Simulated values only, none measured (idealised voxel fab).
The following is a process module called voxel gate over fins.
Shown is cross-section cut, with a width of 155 nm and square cells of size 5 nm.
Cross-section spec: square-cell grid; bands listed top down; each band is one or more rows.
Band entry format. Leading values: height of top, height of bottom, nm. Remainder: materials in left-to-right order, each with its width in nm. Special words: "edge to edge" on a single material, which then fills the band edge to edge; "air", empty space.
Heights from 0 (as-received wafer is one material below). Bottom band endless downward, as "0 and below".
The two numbers in a width such as "30->40" mark its ends across the band: the first belongs to the top row of cells, the second to the bottom row, and from each row to the next the width moves by the same amount.
Basically "nothing was modified" means that step didn't change any cell in the cross-section.
Empty spaces counting at least 8 cells and having no open way to the top are listed in "Unvented voids". The notation width x height at distance is used for each, the distance being from the left edge and all three values in nm.
What comes after the settings on a step's line is commentary from the simulator itself on that step.
overlay nm: step with mask; distance mask lay right of planned place; negative value = left of planned place.
**Planned process steps**
step 1: RECEIVE (material Si)
step 2: CONFORMAL_DEP (material SiN; thk nm 10)
step 3: MASKED_ETCH (tone cover; mask id FINS; width nm 15; pitch nm 55; etch materials SiN; depth nm 10; overlay nm -15)
step 4: MASKED_ETCH (tone cover; mask id FINS; width nm 15; pitch nm 55; etch materials Si; depth nm 30; overlay nm 0)
step 5: FILL_DEP (material SiO2; thk nm 10)
step 6: CMP (height nm 10)
step 7: DIRECTIONAL_DEP (material aC; thk nm 10)
step 8: PATTERN (tone open; mask id RAIL; material resist; width nm 15; thk nm 25; overlay nm 0)
step 9: DIRECTIONAL_ETCH (etch materials aC; depth nm 10)
step 10: STRIP (etch materials resist)
step 11: DIRECTIONAL_ETCH (etch materials SiO2; depth nm 35)
step 12: STRIP (etch materials aC)
step 13: CONFORMAL_DEP (material TiN; thk nm 5)
step 14: FILL_DEP (material W; thk nm 5)
step 15: CMP (height nm 10)
step 16: SELECTIVE_ETCH (etch materials W Ru TiN; depth nm 30)
step 17: FILL_DEP (material SiO2; thk nm 5)
step 18: CMP (height nm 10)
step 19: SELECTIVE_ETCH (etch materials SiO2; depth nm 25)
step 20: STRIP (etch materials SiN)
step 21: CONFORMAL_DEP (material HfO2; thk nm 5)
step 22: CONFORMAL_DEP (material TiN; thk nm 5)
step 23: FILL_DEP (material W; thk nm 15)
step 24: CMP (height nm 20)
step 25: CONFORMAL_DEP (material SiCN; thk nm 10)
Wafer-to-wafer difference: overlay nm, step 3. Common start. Plan = first wafer's value.
**Cross-sectional view of the first of several wafers in the as-received condition, corresponding to the state following step 1**
> 0 and below | Si edge to edge
> Unvented voids: none
**At the end of the module, after its last step, step 25, the first of several wafers appears in cross-section as follows**
> 30 down to 20 | SiCN edge to edge
> 20 down to 10 | W edge to edge
> 10 down to 5 | W: 15; TiN: 50; W: 5; TiN: 50; W: 35
> 5 down to 0 | W: 15; TiN: 5; HfO2: 40; TiN: 5; W: 5; TiN: 5; HfO2: 40; TiN: 5; W: 35
> 0 down to -5 | W: 15; TiN: 5; HfO2: 5; Si: 30; HfO2: 5; TiN: 5; W: 5; TiN: 5; HfO2: 5; Si: 30; HfO2: 5; TiN: 5; W: 35
> -5 down to -10 | TiN: 20; HfO2: 5; Si: 30; HfO2: 5; TiN: 15; HfO2: 5; Si: 30; HfO2: 5; TiN: 40
> -10 down to -15 | HfO2: 25; Si: 30; HfO2: 25; Si: 30; HfO2: 45
> -15 down to -20 | SiO2: 25; Si: 30; SiO2: 25; Si: 30; SiO2: 45
> -20 down to -25 | SiO2: 25; Si: 30; SiO2: 10; TiN: 15; Si: 30; SiO2: 45
> -25 down to -30 | SiO2: 25; Si: 30; SiO2: 25; Si: 30; SiO2: 45
> -30 and below | Si edge to edge
> Unvented voids: none
**Sectional view of the last wafer upon completion of the module**
> 30 down to 20 | SiCN edge to edge
> 20 down to 10 | W edge to edge
> 10 down to 5 | W: 30; TiN: 50; W: 5; TiN: 50; W: 20
> 5 down to 0 | W: 30; TiN: 5; HfO2: 40; TiN: 5; W: 5; TiN: 5; HfO2: 40; TiN: 5; W: 20
> 0 down to -5 | W: 30; TiN: 5; HfO2: 5; Si: 30; HfO2: 5; TiN: 5; W: 5; TiN: 5; HfO2: 5; Si: 30; HfO2: 5; TiN: 5; W: 20
> -5 down to -10 | TiN: 35; HfO2: 5; Si: 30; HfO2: 5; TiN: 15; HfO2: 5; Si: 30; HfO2: 5; TiN: 25
> -10 down to -15 | HfO2: 40; Si: 30; HfO2: 25; Si: 30; HfO2: 30
> -15 down to -20 | SiO2: 40; Si: 30; SiO2: 25; Si: 30; SiO2: 30
> -20 down to -25 | SiO2: 40; Si: 30; TiN: 10; SiO2: 15; Si: 30; SiO2: 30
> -25 down to -30 | SiO2: 40; Si: 30; SiO2: 25; Si: 30; SiO2: 30
> -30 and below | Si edge to edge
> Unvented voids: none
**Every row in this table is a wafer at the end of the module, and it gives, for each of the materials, the cells that wafer has gained (+) or lost (-) since it was received, then its closed voids**
overlay nm -15; +43 HfO2; -114 Si; +62 SiCN; +54 SiO2; +46 TiN; +95 W; Unvented voids: none
overlay nm -10; +43 HfO2; -126 Si; +62 SiCN; +60 SiO2; +46 TiN; +101 W; Unvented voids: none
overlay nm -5; +43 HfO2; -138 Si; +62 SiCN; +66 SiO2; +46 TiN; +107 W; Unvented voids: none
overlay nm 0; +43 HfO2; -150 Si; +62 SiCN; +72 SiO2; +46 TiN; +113 W; Unvented voids: none
overlay nm 5; +43 HfO2; -138 Si; +62 SiCN; +66 SiO2; +46 TiN; +107 W; Unvented voids: none
overlay nm 10; +43 HfO2; -126 Si; +62 SiCN; +60 SiO2; +46 TiN; +101 W; Unvented voids: none
overlay nm 15; +43 HfO2; -114 Si; +62 SiCN; +55 SiO2; +45 TiN; +95 W; Unvented voids: none
